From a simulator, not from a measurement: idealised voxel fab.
Process module heading - voxel air gaps
Cross-section cut spans 265 nm and uses square cells 5 nm in size.
The cross-sections in this document take the form of a grid made of square cells. They are written out as bands, in order from top to bottom. Each band consists of one or more rows of cells. In this notation a band is specified by the heights of its top and bottom, in that order and in nm, after which its materials appear from left to right, each paired with its width in nm. The word "everywhere" attached to a single material means that material fills the band from edge to edge; the word "blank" stands for empty space. Height 0 is the level under which the wafer as received is all one material. The lowest band goes on downwards, as in "0 down". So if you see something like "30 to 40" for the width, read it as the top row of the band sitting at the first number and the bottom row at the second, with every row in between moving by the same amount as the last. "remained unchanged" (step): cross-section cells unchanged, all of them. Under "Cavities, closed" you'll find the enclosed gaps, the ones with no way out to the top, that are 8 cells or bigger; each reads width x height at distance, with distance counted from the left edge, everything in nm. Formally, on a step line, whatever follows the settings is a remark that the simulator itself makes on the step. Each step line may optionally specify "overlay nm", which for a step with a mask gives the rightward distance between the mask's planned place and where it lay, a negative value indicating the leftward direction.

### Process steps (planned)
| 1 | RECEIVE [material Si] |
| 2 | CONFORMAL_DEP [material SiO2] [thk nm 10] |
| 3 | CONFORMAL_DEP [material SiN] [thk nm 5] |
| 4 | DIRECTIONAL_DEP [material lowk] [thk nm 30] |
| 5 | PATTERN [tone open] [mask id LINES] [material resist] [width nm 25] [pitch nm 50] [thk nm 15] [overlay nm 0] |
| 6 | DIRECTIONAL_ETCH [etch materials lowk] [depth nm 30] |
| 7 | STRIP [etch materials resist] |
| 8 | CONFORMAL_DEP [material TiN] [thk nm 5] |
| 9 | FILL_DEP [material Ru] [thk nm 10] |
| 10 | CMP [height nm 45] |
| 11 | EPI [material Ru] [thk nm 10] |
| 12 | SELECTIVE_ETCH [etch materials lowk] [depth nm 40] |
| 13 | CONFORMAL_DEP [material SiCN] [thk nm 5] |

### Cross-section of the wafer at receipt, which is the condition after step 1
- 0 down  Si everywhere
- Cavities, closed: none

### First of two wafers: cross-section at end of module, run per plan
- 60 to 55  30 blank  205 SiCN  30 blank
- 55 to 45  30 blank  5 SiCN  45 Ru  5 SiCN  45 Ru  5 SiCN  45 Ru  5 SiCN  45 Ru  5 SiCN  30 blank
- 45 to 40  30 blank  15 SiCN  5 TiN  15 Ru  5 TiN  25 SiCN  5 TiN  15 Ru  5 TiN  25 SiCN  5 TiN  15 Ru  5 TiN  25 SiCN  5 TiN  15 Ru  5 TiN  15 SiCN  30 blank
- 40 to 20  40 blank  5 SiCN  5 TiN  15 Ru  5 TiN  5 SiCN  15 blank  5 SiCN  5 TiN  15 Ru  5 TiN  5 SiCN  15 blank  5 SiCN  5 TiN  15 Ru  5 TiN  5 SiCN  15 blank  5 SiCN  5 TiN  15 Ru  5 TiN  5 SiCN  40 blank
- 20 to 15  45 SiCN  25 TiN  25 SiCN  25 TiN  25 SiCN  25 TiN  25 SiCN  25 TiN  45 SiCN
- 15 to 10  SiN everywhere
- 10 to 0  SiO2 everywhere
- 0 down  Si everywhere
- Cavities, closed: 15 x 20 at 75; 15 x 20 at 125; 15 x 20 at 175

### So this is wafer number two of the two, cut at the end of the module - it started where the first did and had the same plan, we just got one thing wrong running it
- 60 to 55  30 blank  210 SiCN  25 blank
- 55 to 45  30 blank  5 SiCN  200 Ru  5 SiCN  25 blank
- 45 to 40  30 blank  15 SiCN  5 TiN  20 Ru  5 TiN  20 lowk  5 TiN  20 Ru  5 TiN  20 lowk  5 TiN  20 Ru  5 TiN  20 lowk  5 TiN  20 Ru  5 TiN  15 SiCN  25 blank
- 40 to 20  40 blank  5 SiCN  5 TiN  20 Ru  5 TiN  20 lowk  5 TiN  20 Ru  5 TiN  20 lowk  5 TiN  20 Ru  5 TiN  20 lowk  5 TiN  20 Ru  5 TiN  5 SiCN  35 blank
- 20 to 15  45 SiCN  30 TiN  20 lowk  30 TiN  20 lowk  30 TiN  20 lowk  30 TiN  40 SiCN
- 15 to 10  SiN everywhere
- 10 to 0  SiO2 everywhere
- 0 down  Si everywhere
- Cavities, closed: none
The mistake made against the process plan was this: off-plan run, step 5, actual operation and settings PATTERN [tone open] [mask id LINES] [material resist] [width nm 30] [pitch nm 50] [thk nm 15] [overlay nm 0]
Wrapping up, a cell-based count of both wafers puts the second over or under the first for these materials: 28 more of Ru; 60 fewer of SiCN; 4 more of TiN; 72 more of lowk
By the end, 3 closed voids are present in the first wafer and 0 in the second.
